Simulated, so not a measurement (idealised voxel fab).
process module | voxel gate over fins
cross-section cut | 195 nm wide | cells 5 nm
A cross-section is a grid of square cells, given in bands from the top down. A band is one or more rows of cells.
Each band's line starts with the height of the band's top and of its bottom, in nm. Then come its materials from left to right, each with its width in nm. One material with "throughout" fills the band from edge to edge. "air" is empty space.
Height 0 is the level under which the wafer as received is all one material. The lowest band goes on downwards, as in "0 down".
A width such as "30 to 40" changes by the same amount from each row of cells to the next, from the band's top row to its bottom row.
"no change" after a step means that no cell of the cross-section changed.
closed voids: empty space of 8 cells or more with no open way to the top, each as width x height at its distance from the left edge, in nm
after a step's settings: what the simulator itself notes on the step
overlay nm, on a step with a mask: how far to the right of its planned place the mask lay; to the left if negative
plan
1 op RECEIVE | material Si
2 op CONFORMAL_DEP | material SiN | thk nm 5
3 op DIRECTIONAL_DEP | material aC | thk nm 10
4 op PATTERN | tone cover | mask id FINS | material resist | width nm 15 | pitch nm 40 | thk nm 25 | overlay nm 0
5 op DIRECTIONAL_ETCH | etch materials aC | depth nm 10
6 op STRIP | etch materials resist
7 op DIRECTIONAL_ETCH | etch materials SiN | depth nm 5
8 op DIRECTIONAL_ETCH | etch materials Si | depth nm 40
9 op STRIP | etch materials aC
10 op OXIDIZE | depth nm 5
11 op FILL_DEP | material SiO2 | thk nm 15
12 op CMP | height nm 5
13 op SELECTIVE_ETCH | etch materials SiO2 | depth nm 15
14 op STRIP | etch materials SiN
15 op CONFORMAL_DEP | material HfO2 | thk nm 5
16 op CONFORMAL_DEP | material TiN | thk nm 5
17 op CONFORMAL_DEP | material TiAl | thk nm 5
18 op CONFORMAL_DEP | material TiN | thk nm 5
19 op FILL_DEP | material W | thk nm 10
20 op CMP | height nm 25
21 op CONFORMAL_DEP | material SiN | thk nm 10
varied across the wafers: width nm of step 4. The plan shows the first wafer's value. All wafers start alike
first wafer as received, after step 1
  0 down: Si throughout
  closed voids: none
first wafer at the end, after step 21
  35 to 25: SiN throughout
  25 to 20: W throughout
  20 to 15: W 55 | TiN 85 | W 55
  15 to 10: W 55 | TiN 5 | TiAl 35 | TiN 5 | TiAl 35 | TiN 5 | W 55
  10 to 5: TiN 60 | TiAl 5 | TiN 25 | TiAl 5 | TiN 5 | TiAl 5 | TiN 25 | TiAl 5 | TiN 60
  5 to 0: TiAl 65 | TiN 5 | HfO2 15 | TiN 5 | TiAl 15 | TiN 5 | HfO2 15 | TiN 5 | TiAl 65
  0 to -5: TiN 70 | HfO2 5 | Si 5 | HfO2 5 | TiN 25 | HfO2 5 | Si 5 | HfO2 5 | TiN 70
  -5 to -10: HfO2 75 | Si 5 | HfO2 35 | Si 5 | HfO2 75
  -10 to -45: SiO2 75 | Si 5 | SiO2 35 | Si 5 | SiO2 75
  -45 down: Si throughout
  closed voids: none
last wafer at the end
  35 to 25: SiN throughout
  25 to 20: W throughout
  20 to 15: W 50 | TiN 95 | W 50
  15 to 10: W 50 | TiN 5 | TiAl 85 | TiN 5 | W 50
  10 to 5: TiN 55 | TiAl 5 | TiN 35 | TiAl 5 | TiN 35 | TiAl 5 | TiN 55
  5 to 0: TiAl 60 | TiN 5 | HfO2 25 | TiN 5 | TiAl 5 | TiN 5 | HfO2 25 | TiN 5 | TiAl 60
  0 to -5: TiN 65 | HfO2 5 | Si 15 | HfO2 5 | TiN 15 | HfO2 5 | Si 15 | HfO2 5 | TiN 65
  -5 to -10: HfO2 70 | Si 15 | HfO2 25 | Si 15 | HfO2 70
  -10 to -45: SiO2 70 | Si 15 | SiO2 25 | Si 15 | SiO2 70
  -45 down: Si throughout
  closed voids: none
each wafer at the end: cells of each material gained (+) or lost (-) since it was received, then its closed voids
width nm 15 | +47 HfO2 | -333 Si | +78 SiN | +259 SiO2 | +47 TiAl | +92 TiN | +83 W | closed voids: none
width nm 20 | +47 HfO2 | -315 Si | +78 SiN | +245 SiO2 | +47 TiAl | +90 TiN | +81 W | closed voids: none
width nm 25 | +47 HfO2 | -297 Si | +78 SiN | +231 SiO2 | +45 TiAl | +90 TiN | +79 W | closed voids: none
